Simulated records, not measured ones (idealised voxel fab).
process module | voxel capacitor over wiring
cross-section cut | 250 nm wide | cells 5 nm
A cross-section is a grid of square cells, given in bands from the top down. A band is one or more rows of cells.
Each band's line starts with the height of the band's top and of its bottom, in nm. Then come its materials from left to right, each with its width in nm. One material with "throughout" fills the band from edge to edge. "air" is empty space.
Height 0 is the level under which the wafer as received is all one material. The lowest band goes on downwards, as in "0 down".
A width such as "30 to 40" changes by the same amount from each row of cells to the next, from the band's top row to its bottom row.
"no change" after a step means that no cell of the cross-section changed.
closed voids: empty space of 8 cells or more with no open way to the top, each as width x height at its distance from the left edge, in nm
after a step's settings: what the simulator itself notes on the step
overlay nm, on a step with a mask: how far to the right of its planned place the mask lay; to the left if negative
plan
1 op RECEIVE | material Si
2 op CONFORMAL_DEP | material SiO2 | thk nm 15
3 op DIRECTIONAL_DEP | material TiN | thk nm 5
4 op DIRECTIONAL_DEP | material W | thk nm 15
5 op MASKED_ETCH | tone cover | mask id METAL_1 | width nm 25 | pitch nm 75 | etch materials W | depth nm 15 | overlay nm 0
6 op MASKED_ETCH | tone cover | mask id METAL_1 | width nm 25 | pitch nm 75 | etch materials TiN | depth nm 5 | overlay nm 0
7 op FILL_DEP | material lowk | thk nm 10
8 op CMP | height nm 35
9 op CONFORMAL_DEP | material SiCN | thk nm 5
10 op DIRECTIONAL_DEP | material SiO2 | thk nm 15
11 op DIRECTIONAL_DEP | material aC | thk nm 15
12 op PATTERN | tone open | mask id PLUG_1 | material resist | width nm 15 | thk nm 30 | overlay nm 0
13 op DIRECTIONAL_ETCH | etch materials aC | depth nm 15
14 op STRIP | etch materials resist
15 op DIRECTIONAL_ETCH | etch materials SiO2 | depth nm 15
16 op DIRECTIONAL_ETCH | etch materials SiCN | depth nm 5
17 op STRIP | etch materials aC
18 op CONFORMAL_DEP | material TiN | thk nm 5
19 op FILL_DEP | material Cu | thk nm 10
20 op CMP | height nm 55
21 op DIRECTIONAL_DEP | material TiN | thk nm 5
22 op DIRECTIONAL_DEP | material Al2O3 | thk nm 5
23 op DIRECTIONAL_DEP | material TiN | thk nm 10
24 op DIRECTIONAL_DEP | material aC | thk nm 10
25 op PATTERN | tone cover | mask id UPPER_PLATE | material resist | width nm 55 | thk nm 30 | overlay nm -15
26 op DIRECTIONAL_ETCH | etch materials aC | depth nm 10
27 op STRIP | etch materials resist
28 op DIRECTIONAL_ETCH | etch materials TiN | depth nm 10
29 op DIRECTIONAL_ETCH | etch materials Al2O3 | depth nm 5
30 op STRIP | etch materials aC
31 op DIRECTIONAL_DEP | material aC | thk nm 15
32 op PATTERN | tone cover | mask id LOWER_PLATE | material resist | width nm 65 | thk nm 30 | overlay nm 0
33 op DIRECTIONAL_ETCH | etch materials aC | depth nm 15
34 op STRIP | etch materials resist
35 op DIRECTIONAL_ETCH | etch materials TiN | depth nm 5
36 op STRIP | etch materials aC
37 op FILL_DEP | material SiO2 | thk nm 20
38 op CMP | height nm 90
39 op DIRECTIONAL_DEP | material aC | thk nm 10
40 op PATTERN | tone open | mask id PLUG_2 | material resist | width nm 15 | thk nm 30 | overlay nm 0
41 op DIRECTIONAL_ETCH | etch materials aC | depth nm 10
42 op STRIP | etch materials resist
43 op DIRECTIONAL_ETCH | etch materials SiO2 | depth nm 15
44 op STRIP | etch materials aC
45 op CONFORMAL_DEP | material TiN | thk nm 5
46 op FILL_DEP | material W | thk nm 5
47 op CMP | height nm 90
48 op CONFORMAL_DEP | material SiCN | thk nm 5
varied across the wafers: overlay nm of step 25. The plan shows the first wafer's value. All wafers start alike
first wafer as received, after step 1
  0 down: Si throughout
  closed voids: none
each wafer at the end: cells of each material gained (+) or lost (-) since it was received, then its closed voids
overlay nm -15 | +11 Al2O3 | +3 Cu | +97 SiCN | +586 SiO2 | +61 TiN | +32 W | +160 lowk | closed voids: none
overlay nm -10 | +11 Al2O3 | +3 Cu | +97 SiCN | +586 SiO2 | +61 TiN | +32 W | +160 lowk | closed voids: none
overlay nm -5 | +11 Al2O3 | +3 Cu | +97 SiCN | +586 SiO2 | +61 TiN | +32 W | +160 lowk | closed voids: none
overlay nm 0 | +11 Al2O3 | +3 Cu | +97 SiCN | +586 SiO2 | +61 TiN | +32 W | +160 lowk | closed voids: none
overlay nm 5 | +11 Al2O3 | +3 Cu | +97 SiCN | +586 SiO2 | +61 TiN | +32 W | +160 lowk | closed voids: none
overlay nm 10 | +11 Al2O3 | +3 Cu | +97 SiCN | +586 SiO2 | +61 TiN | +32 W | +160 lowk | closed voids: none
overlay nm 15 | +11 Al2O3 | +3 Cu | +97 SiCN | +586 SiO2 | +61 TiN | +32 W | +160 lowk | closed voids: none
